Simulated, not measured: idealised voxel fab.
Documented hereafter: the process module known as voxel transistor to metal.
Displayed cross-section: cut, width of 215 nm, square cells sized 5 nm.
In what follows, cross-sections appear as grids of square cells, described through bands that run from the top down, where every band is one or more rows of cells.
Band: top and bottom heights (nm) first, top before bottom; then materials from left to right, widths in nm. "full width" marks a sole material filling the band edge to edge. "air" denotes empty space.
Note: height 0 marks the level under which the wafer is uniformly one material as received. Lowest band unbounded below, written "0 -> down".
When a width is written as two numbers, as in "30 to 40", the first number is the width in the top row of cells of the band and the second is the width in its bottom row, and the width changes by the same amount from each row to the next.
Given "remains unaltered" for a step, no cell of the cross-section differs between before and after that step.
Closed empty spaces (no open way to the top) of 8 cells or more are what "Enclosed internal cavities" lists, each as width x height at distance from the left edge, nm for all three.
Past the settings on a step's line: simulator remark, on that step.
Each step line may optionally specify "overlay nm", which for a step with a mask gives the rightward distance between the mask's planned place and where it lay, a negative value indicating the leftward direction.
# This section lists the process steps that were planned
1: RECEIVE [material Si]
2: OXIDIZE [depth nm 5]
3: CONFORMAL_DEP [material SiN] [thk nm 10]
4: DIRECTIONAL_DEP [material aC] [thk nm 15]
5: PATTERN [tone cover] [mask id ACTIVE] [material resist] [width nm 115] [thk nm 35] [overlay nm 0]
6: DIRECTIONAL_ETCH [etch materials aC] [depth nm 15]
7: STRIP [etch materials resist]
8: DIRECTIONAL_ETCH [etch materials SiN] [depth nm 10]
9: DIRECTIONAL_ETCH [etch materials SiO2] [depth nm 5]
10: DIRECTIONAL_ETCH [etch materials Si] [depth nm 25]
11: STRIP [etch materials aC]
12: FILL_DEP [material SiO2] [thk nm 15]
13: CMP [height nm 10]
14: SELECTIVE_ETCH [etch materials SiO2] [depth nm 5]
15: STRIP [etch materials SiN]
16: SELECTIVE_ETCH [etch materials SiO2] [depth nm 5]
17: OXIDIZE [depth nm 5]
18: DIRECTIONAL_DEP [material polySi] [thk nm 20]
19: DIRECTIONAL_DEP [material SiCN] [thk nm 15]
20: MASKED_ETCH [tone cover] [mask id GATE] [width nm 25] [etch materials SiCN] [depth nm 25] [overlay nm 0]
21: MASKED_ETCH [tone cover] [mask id GATE] [width nm 25] [etch materials polySi] [depth nm 30] [overlay nm 0]
22: CONFORMAL_DEP [material SiO2] [thk nm 5]
23: DIRECTIONAL_ETCH [etch materials SiO2] [depth nm 5]
24: CONFORMAL_DEP [material SiN] [thk nm 5]
25: DIRECTIONAL_ETCH [etch materials SiN] [depth nm 5]
26: DIRECTIONAL_ETCH [etch materials SiO2] [depth nm 5]
27: DIRECTIONAL_ETCH [etch materials Si] [depth nm 15]
28: EPI [material nSi] [thk nm 15]
29: FILL_DEP [material SiO2] [thk nm 5]
30: CMP [height nm 30]
31: DIRECTIONAL_DEP [material SiO2] [thk nm 15]
32: PATTERN [tone open] [mask id CONTACT] [material resist] [width nm 20] [pitch nm 75] [thk nm 15] [overlay nm 0]
33: DIRECTIONAL_ETCH [etch materials SiO2] [depth nm 40]
34: STRIP [etch materials resist]
35: CONFORMAL_DEP [material TiN] [thk nm 5]
36: FILL_DEP [material Ru] [thk nm 10]
37: CMP [height nm 45]
38: DIRECTIONAL_DEP [material TiN] [thk nm 5]
39: DIRECTIONAL_DEP [material Ru] [thk nm 15]
40: DIRECTIONAL_DEP [material aC] [thk nm 10]
41: PATTERN [tone cover] [mask id METAL_1] [material resist] [width nm 20] [pitch nm 75] [thk nm 25] [overlay nm 0]
42: DIRECTIONAL_ETCH [etch materials aC] [depth nm 10]
43: STRIP [etch materials resist]
44: DIRECTIONAL_ETCH [etch materials Ru] [depth nm 15]
45: DIRECTIONAL_ETCH [etch materials TiN] [depth nm 5]
46: STRIP [etch materials aC]
47: FILL_DEP [material lowk] [thk nm 10]
48: CMP [height nm 65]
49: CONFORMAL_DEP [material SiN] [thk nm 5]
# As-received state of the wafer in cross-section, equivalent to post-step 1
0 -> down = Si full width
Enclosed internal cavities: none
# The following cross-section depicts the wafer upon conclusion of the module. Processing commenced from the starting condition illustrated above and adhered to the plan illustrated above, save for one mistake in execution
70 -> 65 = SiN full width
65 -> 50 = lowk (60) / Ru (20) / lowk (55) / Ru (20) / lowk (60)
50 -> 45 = lowk (60) / TiN (20) / lowk (55) / TiN (20) / lowk (60)
45 -> 30 = SiO2 (60) / TiN (5) / Ru (10) / TiN (5) / SiO2 (55) / TiN (5) / Ru (10) / TiN (5) / SiO2 (60)
30 -> 15 = SiO2 (60) / TiN (5) / Ru (10) / TiN (5) / SiO2 (5) / SiN (5) / SiO2 (5) / polySi (25) / SiO2 (5) / SiN (5) / SiO2 (5) / TiN (5) / Ru (10) / TiN (5) / SiO2 (60)
15 -> 10 = SiO2 (60) / TiN (20) / SiO2 (55) / TiN (20) / SiO2 (60)
10 -> 0 = SiO2 (50) / SiN (115) / SiO2 (50)
0 -> -5 = SiO2 full width
-5 -> -30 = SiO2 (50) / Si (115) / SiO2 (50)
-30 -> down = Si full width
Enclosed internal cavities: none
In executing the process, a mistake was made relative to the plan: step 13 of the plan was excluded from execution and never run
